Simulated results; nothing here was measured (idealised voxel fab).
Process module under the name voxel fin reveal
Pictured: cross-section cut, 155 nm wide, on a grid of 5 nm square cells.
Reading order for cross-sections: top band down to bottom band. Underlying form: a grid of square cells. Band size: one or more rows of cells. Band: top height; bottom height; in nm. Then, left to right: material with width in nm, for each material. "all across": a single material spanning edge to edge. "blank": empty space. Height 0 is the level under which the wafer as received is all one material. The lowest band goes on downwards, as in "top 0, no bottom". So if you see something like "30 to 40" for the width, read it as the top row of the band sitting at the first number and the bottom row at the second, with every row in between moving by the same amount as the last. Given "remained unchanged" for a step, no cell of the cross-section differs between before and after that step. Each empty space that has no open way to the top and spans at least 8 cells appears under "Unvented voids" as width x height at distance, the distance counted from the left edge, all in nm. What comes after the settings on a step's line is commentary from the simulator itself on that step. Steps that use a mask can have "overlay nm" on their line. It says how far the mask sat to the right of where it was meant to be. Negative means to the left.

Steps planned for the process:
| 1 | RECEIVE [material Si] |
| 2 | CONFORMAL_DEP [material SiN] [thk nm 5] |
| 3 | MASKED_ETCH [tone cover] [mask id FINS] [width nm 15] [pitch nm 40] [etch materials SiN] [depth nm 5] [overlay nm -15] |
| 4 | MASKED_ETCH [tone cover] [mask id FINS] [width nm 15] [pitch nm 40] [etch materials Si] [depth nm 35] [overlay nm 0] |
| 5 | OXIDIZE [depth nm 5] |
| 6 | FILL_DEP [material SiO2] [thk nm 10] |
| 7 | CMP [height nm 5] |
| 8 | SELECTIVE_ETCH [etch materials SiO2] [depth nm 30] |
| 9 | STRIP [etch materials SiN] |
The wafers in this document start out alike and differ in the overlay nm applied at step 3; the plan shows the value used for the first wafer.

After step 1, as received: first of several wafers, cross-section:
> top 0, no bottom: Si all across
> Unvented voids: none

Last step of the module is step 9; after it, the first of several wafers in cross-section:
> top 0, bottom -5: 20 of blank  5 of Si  35 of blank  5 of Si  35 of blank  5 of Si  50 of blank
> top -5, bottom -25: 20 of blank  20 of Si  20 of blank  20 of Si  20 of blank  20 of Si  35 of blank
> top -25, bottom -40: 20 of SiO2  20 of Si  20 of SiO2  20 of Si  20 of SiO2  20 of Si  35 of SiO2
> top -40, no bottom: Si all across
> Unvented voids: none

Last wafer at the end:
> top 0, bottom -5: 50 of blank  5 of Si  35 of blank  5 of Si  35 of blank  5 of Si  20 of blank
> top -5, bottom -25: 35 of blank  20 of Si  20 of blank  20 of Si  20 of blank  20 of Si  20 of blank
> top -25, bottom -40: 35 of SiO2  20 of Si  20 of SiO2  20 of Si  20 of SiO2  20 of Si  20 of SiO2
> top -40, no bottom: Si all across
> Unvented voids: none

Here is how to read the rows: every wafer has a row, and it shows the wafer at the end of the module, giving for each material how many cells were gained (+) or lost (-) since the wafer was received, then listing its closed voids:
overlay nm -15; -161 Si; +57 SiO2; Unvented voids: none
overlay nm -10; -182 Si; +66 SiO2; Unvented voids: none
overlay nm -5; -203 Si; +75 SiO2; Unvented voids: none
overlay nm 0; -224 Si; +84 SiO2; Unvented voids: none
overlay nm 5; -203 Si; +75 SiO2; Unvented voids: none
overlay nm 10; -182 Si; +66 SiO2; Unvented voids: none
overlay nm 15; -161 Si; +57 SiO2; Unvented voids: none
